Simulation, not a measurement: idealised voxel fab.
Documented hereafter: the process module known as voxel gate over fins.
In the cross-section labelled cut, the width is 220 nm and each square cell is 5 nm.
The cross-sections in this document take the form of a grid made of square cells. They are written out as bands, in order from top to bottom. Each band consists of one or more rows of cells.
This entry defines a band. It first specifies the height of the band's top and the height of its bottom in nm, and then specifies the band's materials from left to right, stating each material with its width in nm. The word "full width" identifies a single material that fills the band from edge to edge, while the word "air" identifies empty space.
Beneath 0, the wafer as received is one material, and that level is where height counting begins. The lowest band goes on downward without a bottom; it is written like "0 -> down".
The two numbers in a width such as "30..40" mark its ends across the band: the first belongs to the top row of cells, the second to the bottom row, and from each row to the next the width moves by the same amount.
Basically "all unchanged" means that step didn't change any cell in the cross-section.
"Fully sealed cavities" contains a list of empty spaces, each no smaller than 8 cells and without an open way to the top, written in the form width x height at distance with the distance from the left edge and all three in nm.
On a step's line, text after the settings is the simulator commenting on that step.
For masked steps, "overlay nm" on the step line gives how far right of plan the mask actually lay; a minus sign means it lay to the left.

Process steps (planned)
1,RECEIVE,material Si
2,CONFORMAL_DEP,material SiN,thk nm 5
3,MASKED_ETCH,tone cover,mask id FINS,width nm 15,pitch nm 50,etch materials SiN,depth nm 5,overlay nm 0
4,MASKED_ETCH,tone cover,mask id FINS,width nm 15,pitch nm 50,etch materials Si,depth nm 40,overlay nm 0
5,FILL_DEP,material SiO2,thk nm 5
6,CMP,height nm 5
7,PATTERN,tone open,mask id RAIL,material resist,width nm 15,thk nm 15,overlay nm 0
8,DIRECTIONAL_ETCH,etch materials SiO2,depth nm 40
9,STRIP,etch materials resist
10,CONFORMAL_DEP,material TiN,thk nm 5
11,FILL_DEP,material Ru,thk nm 10
12,CMP,height nm 5
13,SELECTIVE_ETCH,etch materials W Ru TiN,depth nm 30
14,FILL_DEP,material SiO2,thk nm 5
15,CMP,height nm 5
16,SELECTIVE_ETCH,etch materials SiO2,depth nm 20
17,STRIP,etch materials SiN
18,CONFORMAL_DEP,material HfO2,thk nm 5
19,CONFORMAL_DEP,material TiN,thk nm 5
20,CONFORMAL_DEP,material TiAl,thk nm 5
21,CONFORMAL_DEP,material TiN,thk nm 5
22,FILL_DEP,material W,thk nm 15
23,CMP,height nm 30
24,CONFORMAL_DEP,material SiN,thk nm 5

The first of the two wafers, which ran as planned

as received, after step 1
- 0 -> down | Si full width
- Fully sealed cavities: none

How the wafer stands in section after step 2
- 5 -> 0 | SiN full width
- Anything lower than 0 is untouched.

How the wafer stands in section after step 3
- 5 -> 0 | air 50 nm  SiN 15 nm  air 35 nm  SiN 15 nm  air 35 nm  SiN 15 nm  air 55 nm
- Anything lower than 0 is untouched.

How the wafer stands in section after step 4
- 5 -> 0 | air 50 nm  SiN 15 nm  air 35 nm  SiN 15 nm  air 35 nm  SiN 15 nm  air 55 nm
- 0 -> -40 | air 50 nm  Si 15 nm  air 35 nm  Si 15 nm  air 35 nm  Si 15 nm  air 55 nm
- Anything lower than -40 is untouched.

How the wafer stands in section after step 5
- 10 -> 5 | SiO2 full width
- 5 -> 0 | SiO2 50 nm  SiN 15 nm  SiO2 35 nm  SiN 15 nm  SiO2 35 nm  SiN 15 nm  SiO2 55 nm
- 0 -> -40 | SiO2 50 nm  Si 15 nm  SiO2 35 nm  Si 15 nm  SiO2 35 nm  Si 15 nm  SiO2 55 nm
- Anything lower than -40 is untouched.

How the wafer stands in section after step 6
- 5 -> 0 | SiO2 50 nm  SiN 15 nm  SiO2 35 nm  SiN 15 nm  SiO2 35 nm  SiN 15 nm  SiO2 55 nm
- Anything lower than 0 is untouched.

How the wafer stands in section after step 7
- 20 -> 5 | resist 75 nm  air 15 nm  resist 130 nm
- Anything lower than 5 is untouched.

How the wafer stands in section after step 8
- 20 -> 5 | resist 75 nm  air 15 nm  resist 130 nm
- 5 -> 0 | SiO2 50 nm  SiN 15 nm  SiO2 10 nm  air 15 nm  SiO2 10 nm  SiN 15 nm  SiO2 35 nm  SiN 15 nm  SiO2 55 nm
- 0 -> -35 | SiO2 50 nm  Si 15 nm  SiO2 10 nm  air 15 nm  SiO2 10 nm  Si 15 nm  SiO2 35 nm  Si 15 nm  SiO2 55 nm
- Anything lower than -35 is untouched.

How the wafer stands in section after step 9
- 5 -> 0 | SiO2 50 nm  SiN 15 nm  SiO2 10 nm  air 15 nm  SiO2 10 nm  SiN 15 nm  SiO2 35 nm  SiN 15 nm  SiO2 55 nm
- Anything lower than 0 is untouched.

How the wafer stands in section after step 10
- 10 -> 5 | TiN 80 nm  air 5 nm  TiN 135 nm
- 5 -> 0 | SiO2 50 nm  SiN 15 nm  SiO2 10 nm  TiN 5 nm  air 5 nm  TiN 5 nm  SiO2 10 nm  SiN 15 nm  SiO2 35 nm  SiN 15 nm  SiO2 55 nm
- 0 -> -30 | SiO2 50 nm  Si 15 nm  SiO2 10 nm  TiN 5 nm  air 5 nm  TiN 5 nm  SiO2 10 nm  Si 15 nm  SiO2 35 nm  Si 15 nm  SiO2 55 nm
- -30 -> -35 | SiO2 50 nm  Si 15 nm  SiO2 10 nm  TiN 15 nm  SiO2 10 nm  Si 15 nm  SiO2 35 nm  Si 15 nm  SiO2 55 nm
- Anything lower than -35 is untouched.

How the wafer stands in section after step 11
- 20 -> 10 | Ru full width
- 10 -> 5 | TiN 80 nm  Ru 5 nm  TiN 135 nm
- 5 -> 0 | SiO2 50 nm  SiN 15 nm  SiO2 10 nm  TiN 5 nm  Ru 5 nm  TiN 5 nm  SiO2 10 nm  SiN 15 nm  SiO2 35 nm  SiN 15 nm  SiO2 55 nm
- 0 -> -30 | SiO2 50 nm  Si 15 nm  SiO2 10 nm  TiN 5 nm  Ru 5 nm  TiN 5 nm  SiO2 10 nm  Si 15 nm  SiO2 35 nm  Si 15 nm  SiO2 55 nm
- Anything lower than -30 is untouched.

How the wafer stands in section after step 12
- 5 -> 0 | SiO2 50 nm  SiN 15 nm  SiO2 10 nm  TiN 5 nm  Ru 5 nm  TiN 5 nm  SiO2 10 nm  SiN 15 nm  SiO2 35 nm  SiN 15 nm  SiO2 55 nm
- Anything lower than 0 is untouched.

How the wafer stands in section after step 13
- 5 -> 0 | SiO2 50 nm  SiN 15 nm  SiO2 10 nm  air 15 nm  SiO2 10 nm  SiN 15 nm  SiO2 35 nm  SiN 15 nm  SiO2 55 nm
- 0 -> -25 | SiO2 50 nm  Si 15 nm  SiO2 10 nm  air 15 nm  SiO2 10 nm  Si 15 nm  SiO2 35 nm  Si 15 nm  SiO2 55 nm
- Anything lower than -25 is untouched.

How the wafer stands in section after step 14
- 10 -> 5 | SiO2 full width
- 5 -> 0 | SiO2 50 nm  SiN 15 nm  SiO2 35 nm  SiN 15 nm  SiO2 35 nm  SiN 15 nm  SiO2 55 nm
- 0 -> -25 | SiO2 50 nm  Si 15 nm  SiO2 35 nm  Si 15 nm  SiO2 35 nm  Si 15 nm  SiO2 55 nm
- Anything lower than -25 is untouched.

How the wafer stands in section after step 15
- 5 -> 0 | SiO2 50 nm  SiN 15 nm  SiO2 35 nm  SiN 15 nm  SiO2 35 nm  SiN 15 nm  SiO2 55 nm
- Anything lower than 0 is untouched.

How the wafer stands in section after step 16
- 5 -> 0 | air 50 nm  SiN 15 nm  air 35 nm  SiN 15 nm  air 35 nm  SiN 15 nm  air 55 nm
- 0 -> -15 | air 50 nm  Si 15 nm  air 35 nm  Si 15 nm  air 35 nm  Si 15 nm  air 55 nm
- Anything lower than -15 is untouched.

How the wafer stands in section after step 17
- 0 -> -15 | air 50 nm  Si 15 nm  air 35 nm  Si 15 nm  air 35 nm  Si 15 nm  air 55 nm
- Anything lower than -15 is untouched.

How the wafer stands in section after step 18
- 5 -> 0 | air 45 nm  HfO2 25 nm  air 25 nm  HfO2 25 nm  air 25 nm  HfO2 25 nm  air 50 nm
- 0 -> -10 | air 45 nm  HfO2 5 nm  Si 15 nm  HfO2 5 nm  air 25 nm  HfO2 5 nm  Si 15 nm  HfO2 5 nm  air 25 nm  HfO2 5 nm  Si 15 nm  HfO2 5 nm  air 50 nm
- -10 -> -15 | HfO2 50 nm  Si 15 nm  HfO2 35 nm  Si 15 nm  HfO2 35 nm  Si 15 nm  HfO2 55 nm
- Anything lower than -15 is untouched.

How the wafer stands in section after step 19
- 10 -> 5 | air 40 nm  TiN 35 nm  air 15 nm  TiN 35 nm  air 15 nm  TiN 35 nm  air 45 nm
- 5 -> 0 | air 40 nm  TiN 5 nm  HfO2 25 nm  TiN 5 nm  air 15 nm  TiN 5 nm  HfO2 25 nm  TiN 5 nm  air 15 nm  TiN 5 nm  HfO2 25 nm  TiN 5 nm  air 45 nm
- 0 -> -5 | air 40 nm  TiN 5 nm  HfO2 5 nm  Si 15 nm  HfO2 5 nm  TiN 5 nm  air 15 nm  TiN 5 nm  HfO2 5 nm  Si 15 nm  HfO2 5 nm  TiN 5 nm  air 15 nm  TiN 5 nm  HfO2 5 nm  Si 15 nm  HfO2 5 nm  TiN 5 nm  air 45 nm
- -5 -> -10 | TiN 45 nm  HfO2 5 nm  Si 15 nm  HfO2 5 nm  TiN 25 nm  HfO2 5 nm  Si 15 nm  HfO2 5 nm  TiN 25 nm  HfO2 5 nm  Si 15 nm  HfO2 5 nm  TiN 50 nm
- Anything lower than -10 is untouched.

How the wafer stands in section after step 20
- 15 -> 10 | air 35 nm  TiAl 45 nm  air 5 nm  TiAl 45 nm  air 5 nm  TiAl 45 nm  air 40 nm
- 10 -> 5 | air 35 nm  TiAl 5 nm  TiN 35 nm  TiAl 5 nm  air 5 nm  TiAl 5 nm  TiN 35 nm  TiAl 5 nm  air 5 nm  TiAl 5 nm  TiN 35 nm  TiAl 5 nm  air 40 nm
- 5 -> 0 | air 35 nm  TiAl 5 nm  TiN 5 nm  HfO2 25 nm  TiN 5 nm  TiAl 5 nm  air 5 nm  TiAl 5 nm  TiN 5 nm  HfO2 25 nm  TiN 5 nm  TiAl 5 nm  air 5 nm  TiAl 5 nm  TiN 5 nm  HfO2 25 nm  TiN 5 nm  TiAl 5 nm  air 40 nm
- 0 -> -5 | TiAl 40 nm  TiN 5 nm  HfO2 5 nm  Si 15 nm  HfO2 5 nm  TiN 5 nm  TiAl 15 nm  TiN 5 nm  HfO2 5 nm  Si 15 nm  HfO2 5 nm  TiN 5 nm  TiAl 15 nm  TiN 5 nm  HfO2 5 nm  Si 15 nm  HfO2 5 nm  TiN 5 nm  TiAl 45 nm
- Anything lower than -5 is untouched.

How the wafer stands in section after step 21
- 20 -> 15 | air 30 nm  TiN 155 nm  air 35 nm
- 15 -> 10 | air 30 nm  TiN 5 nm  TiAl 45 nm  TiN 5 nm  TiAl 45 nm  TiN 5 nm  TiAl 45 nm  TiN 5 nm  air 35 nm
- 10 -> 5 | air 30 nm  TiN 5 nm  TiAl 5 nm  TiN 35 nm  TiAl 5 nm  TiN 5 nm  TiAl 5 nm  TiN 35 nm  TiAl 5 nm  TiN 5 nm  TiAl 5 nm  TiN 35 nm  TiAl 5 nm  TiN 5 nm  air 35 nm
- 5 -> 0 | TiN 35 nm  TiAl 5 nm  TiN 5 nm  HfO2 25 nm  TiN 5 nm  TiAl 5 nm  TiN 5 nm  TiAl 5 nm  TiN 5 nm  HfO2 25 nm  TiN 5 nm  TiAl 5 nm  TiN 5 nm  TiAl 5 nm  TiN 5 nm  HfO2 25 nm  TiN 5 nm  TiAl 5 nm  TiN 40 nm
- Anything lower than 0 is untouched.

How the wafer stands in section after step 22
- 35 -> 20 | W full width
- 20 -> 15 | W 30 nm  TiN 155 nm  W 35 nm
- 15 -> 10 | W 30 nm  TiN 5 nm  TiAl 45 nm  TiN 5 nm  TiAl 45 nm  TiN 5 nm  TiAl 45 nm  TiN 5 nm  W 35 nm
- 10 -> 5 | W 30 nm  TiN 5 nm  TiAl 5 nm  TiN 35 nm  TiAl 5 nm  TiN 5 nm  TiAl 5 nm  TiN 35 nm  TiAl 5 nm  TiN 5 nm  TiAl 5 nm  TiN 35 nm  TiAl 5 nm  TiN 5 nm  W 35 nm
- Anything lower than 5 is untouched.

How the wafer stands in section after step 23
- 30 -> 20 | W full width
- Anything lower than 20 is untouched.

How the wafer stands in section after step 24
- 35 -> 30 | SiN full width
- Anything lower than 30 is untouched.

Okay, second wafer. Nothing different at the start, nothing different in the plan, just one mistake somewhere in the running. As far as step 6, counting that step, it's the first wafer all over again

Here is the second wafer in cross-section at the point where step 7 of the plan should have been done
- 20 -> 5 | resist 80 nm  air 15 nm  resist 125 nm
- Anything lower than 5 is untouched.

Here is the second wafer in cross-section at the point where step 8 of the plan should have been done
- 20 -> 5 | resist 80 nm  air 15 nm  resist 125 nm
- 5 -> 0 | SiO2 50 nm  SiN 15 nm  SiO2 15 nm  air 15 nm  SiO2 5 nm  SiN 15 nm  SiO2 35 nm  SiN 15 nm  SiO2 55 nm
- 0 -> -35 | SiO2 50 nm  Si 15 nm  SiO2 15 nm  air 15 nm  SiO2 5 nm  Si 15 nm  SiO2 35 nm  Si 15 nm  SiO2 55 nm
- Anything lower than -35 is untouched.

Here is the second wafer in cross-section at the point where step 9 of the plan should have been done
- 5 -> 0 | SiO2 50 nm  SiN 15 nm  SiO2 15 nm  air 15 nm  SiO2 5 nm  SiN 15 nm  SiO2 35 nm  SiN 15 nm  SiO2 55 nm
- Anything lower than 0 is untouched.

Here is the second wafer in cross-section at the point where step 10 of the plan should have been done
- 10 -> 5 | TiN 85 nm  air 5 nm  TiN 130 nm
- 5 -> 0 | SiO2 50 nm  SiN 15 nm  SiO2 15 nm  TiN 5 nm  air 5 nm  TiN 5 nm  SiO2 5 nm  SiN 15 nm  SiO2 35 nm  SiN 15 nm  SiO2 55 nm
- 0 -> -30 | SiO2 50 nm  Si 15 nm  SiO2 15 nm  TiN 5 nm  air 5 nm  TiN 5 nm  SiO2 5 nm  Si 15 nm  SiO2 35 nm  Si 15 nm  SiO2 55 nm
- -30 -> -35 | SiO2 50 nm  Si 15 nm  SiO2 15 nm  TiN 15 nm  SiO2 5 nm  Si 15 nm  SiO2 35 nm  Si 15 nm  SiO2 55 nm
- Anything lower than -35 is untouched.

Here is the second wafer in cross-section at the point where step 11 of the plan should have been done
- 20 -> 10 | Ru full width
- 10 -> 5 | TiN 85 nm  Ru 5 nm  TiN 130 nm
- 5 -> 0 | SiO2 50 nm  SiN 15 nm  SiO2 15 nm  TiN 5 nm  Ru 5 nm  TiN 5 nm  SiO2 5 nm  SiN 15 nm  SiO2 35 nm  SiN 15 nm  SiO2 55 nm
- 0 -> -30 | SiO2 50 nm  Si 15 nm  SiO2 15 nm  TiN 5 nm  Ru 5 nm  TiN 5 nm  SiO2 5 nm  Si 15 nm  SiO2 35 nm  Si 15 nm  SiO2 55 nm
- Anything lower than -30 is untouched.

Here is the second wafer in cross-section at the point where step 12 of the plan should have been done
- 5 -> 0 | SiO2 50 nm  SiN 15 nm  SiO2 15 nm  TiN 5 nm  Ru 5 nm  TiN 5 nm  SiO2 5 nm  SiN 15 nm  SiO2 35 nm  SiN 15 nm  SiO2 55 nm
- Anything lower than 0 is untouched.

Here is the second wafer in cross-section at the point where step 13 of the plan should have been done
- 5 -> 0 | SiO2 50 nm  SiN 15 nm  SiO2 15 nm  air 15 nm  SiO2 5 nm  SiN 15 nm  SiO2 35 nm  SiN 15 nm  SiO2 55 nm
- 0 -> -25 | SiO2 50 nm  Si 15 nm  SiO2 15 nm  air 15 nm  SiO2 5 nm  Si 15 nm  SiO2 35 nm  Si 15 nm  SiO2 55 nm
- Anything lower than -25 is untouched.

Here is the second wafer in cross-section at the point where step 14 of the plan should have been done
- 10 -> 5 | SiO2 full width
- 5 -> 0 | SiO2 50 nm  SiN 15 nm  SiO2 35 nm  SiN 15 nm  SiO2 35 nm  SiN 15 nm  SiO2 55 nm
- 0 -> -25 | SiO2 50 nm  Si 15 nm  SiO2 35 nm  Si 15 nm  SiO2 35 nm  Si 15 nm  SiO2 55 nm
- Anything lower than -25 is untouched.

Here is the second wafer in cross-section at the point where step 15 of the plan should have been done
- 5 -> 0 | SiO2 50 nm  SiN 15 nm  SiO2 35 nm  SiN 15 nm  SiO2 35 nm  SiN 15 nm  SiO2 55 nm
- Anything lower than 0 is untouched.

Here is the second wafer in cross-section at the point where step 16 of the plan should have been done
- 5 -> 0 | air 50 nm  SiN 15 nm  air 35 nm  SiN 15 nm  air 35 nm  SiN 15 nm  air 55 nm
- 0 -> -15 | air 50 nm  Si 15 nm  air 35 nm  Si 15 nm  air 35 nm  Si 15 nm  air 55 nm
- Anything lower than -15 is untouched.

Here is the second wafer in cross-section at the point where step 17 of the plan should have been done
- 0 -> -15 | air 50 nm  Si 15 nm  air 35 nm  Si 15 nm  air 35 nm  Si 15 nm  air 55 nm
- Anything lower than -15 is untouched.

Here is the second wafer in cross-section at the point where step 18 of the plan should have been done
- 5 -> 0 | air 45 nm  HfO2 25 nm  air 25 nm  HfO2 25 nm  air 25 nm  HfO2 25 nm  air 50 nm
- 0 -> -10 | air 45 nm  HfO2 5 nm  Si 15 nm  HfO2 5 nm  air 25 nm  HfO2 5 nm  Si 15 nm  HfO2 5 nm  air 25 nm  HfO2 5 nm  Si 15 nm  HfO2 5 nm  air 50 nm
- -10 -> -15 | HfO2 50 nm  Si 15 nm  HfO2 35 nm  Si 15 nm  HfO2 35 nm  Si 15 nm  HfO2 55 nm
- Anything lower than -15 is untouched.

Here is the second wafer in cross-section at the point where step 19 of the plan should have been done
- 10 -> 5 | air 40 nm  TiN 35 nm  air 15 nm  TiN 35 nm  air 15 nm  TiN 35 nm  air 45 nm
- 5 -> 0 | air 40 nm  TiN 5 nm  HfO2 25 nm  TiN 5 nm  air 15 nm  TiN 5 nm  HfO2 25 nm  TiN 5 nm  air 15 nm  TiN 5 nm  HfO2 25 nm  TiN 5 nm  air 45 nm
- 0 -> -5 | air 40 nm  TiN 5 nm  HfO2 5 nm  Si 15 nm  HfO2 5 nm  TiN 5 nm  air 15 nm  TiN 5 nm  HfO2 5 nm  Si 15 nm  HfO2 5 nm  TiN 5 nm  air 15 nm  TiN 5 nm  HfO2 5 nm  Si 15 nm  HfO2 5 nm  TiN 5 nm  air 45 nm
- -5 -> -10 | TiN 45 nm  HfO2 5 nm  Si 15 nm  HfO2 5 nm  TiN 25 nm  HfO2 5 nm  Si 15 nm  HfO2 5 nm  TiN 25 nm  HfO2 5 nm  Si 15 nm  HfO2 5 nm  TiN 50 nm
- Anything lower than -10 is untouched.

Here is the second wafer in cross-section at the point where step 20 of the plan should have been done
- 15 -> 10 | air 35 nm  TiAl 45 nm  air 5 nm  TiAl 45 nm  air 5 nm  TiAl 45 nm  air 40 nm
- 10 -> 5 | air 35 nm  TiAl 5 nm  TiN 35 nm  TiAl 5 nm  air 5 nm  TiAl 5 nm  TiN 35 nm  TiAl 5 nm  air 5 nm  TiAl 5 nm  TiN 35 nm  TiAl 5 nm  air 40 nm
- 5 -> 0 | air 35 nm  TiAl 5 nm  TiN 5 nm  HfO2 25 nm  TiN 5 nm  TiAl 5 nm  air 5 nm  TiAl 5 nm  TiN 5 nm  HfO2 25 nm  TiN 5 nm  TiAl 5 nm  air 5 nm  TiAl 5 nm  TiN 5 nm  HfO2 25 nm  TiN 5 nm  TiAl 5 nm  air 40 nm
- 0 -> -5 | TiAl 40 nm  TiN 5 nm  HfO2 5 nm  Si 15 nm  HfO2 5 nm  TiN 5 nm  TiAl 15 nm  TiN 5 nm  HfO2 5 nm  Si 15 nm  HfO2 5 nm  TiN 5 nm  TiAl 15 nm  TiN 5 nm  HfO2 5 nm  Si 15 nm  HfO2 5 nm  TiN 5 nm  TiAl 45 nm
- Anything lower than -5 is untouched.

Here is the second wafer in cross-section at the point where step 21 of the plan should have been done
- 20 -> 15 | air 30 nm  TiN 155 nm  air 35 nm
- 15 -> 10 | air 30 nm  TiN 5 nm  TiAl 45 nm  TiN 5 nm  TiAl 45 nm  TiN 5 nm  TiAl 45 nm  TiN 5 nm  air 35 nm
- 10 -> 5 | air 30 nm  TiN 5 nm  TiAl 5 nm  TiN 35 nm  TiAl 5 nm  TiN 5 nm  TiAl 5 nm  TiN 35 nm  TiAl 5 nm  TiN 5 nm  TiAl 5 nm  TiN 35 nm  TiAl 5 nm  TiN 5 nm  air 35 nm
- 5 -> 0 | TiN 35 nm  TiAl 5 nm  TiN 5 nm  HfO2 25 nm  TiN 5 nm  TiAl 5 nm  TiN 5 nm  TiAl 5 nm  TiN 5 nm  HfO2 25 nm  TiN 5 nm  TiAl 5 nm  TiN 5 nm  TiAl 5 nm  TiN 5 nm  HfO2 25 nm  TiN 5 nm  TiAl 5 nm  TiN 40 nm
- Anything lower than 0 is untouched.

Here is the second wafer in cross-section at the point where step 22 of the plan should have been done
- 35 -> 20 | W full width
- 20 -> 15 | W 30 nm  TiN 155 nm  W 35 nm
- 15 -> 10 | W 30 nm  TiN 5 nm  TiAl 45 nm  TiN 5 nm  TiAl 45 nm  TiN 5 nm  TiAl 45 nm  TiN 5 nm  W 35 nm
- 10 -> 5 | W 30 nm  TiN 5 nm  TiAl 5 nm  TiN 35 nm  TiAl 5 nm  TiN 5 nm  TiAl 5 nm  TiN 35 nm  TiAl 5 nm  TiN 5 nm  TiAl 5 nm  TiN 35 nm  TiAl 5 nm  TiN 5 nm  W 35 nm
- Anything lower than 5 is untouched.

Here is the second wafer in cross-section at the point where step 23 of the plan should have been done
- 30 -> 20 | W full width
- Anything lower than 20 is untouched.

Here is the second wafer in cross-section at the point where step 24 of the plan should have been done
- 35 -> 30 | SiN full width
- Anything lower than 30 is untouched.
What broke from the plan during processing? step 7 deviated from plan and actually ran as PATTERN,tone open,mask id RAIL,material resist,width nm 15,thk nm 15,overlay nm 5
At the close, every material occupies the same number of cells on the second wafer as on the first, only in different positions.
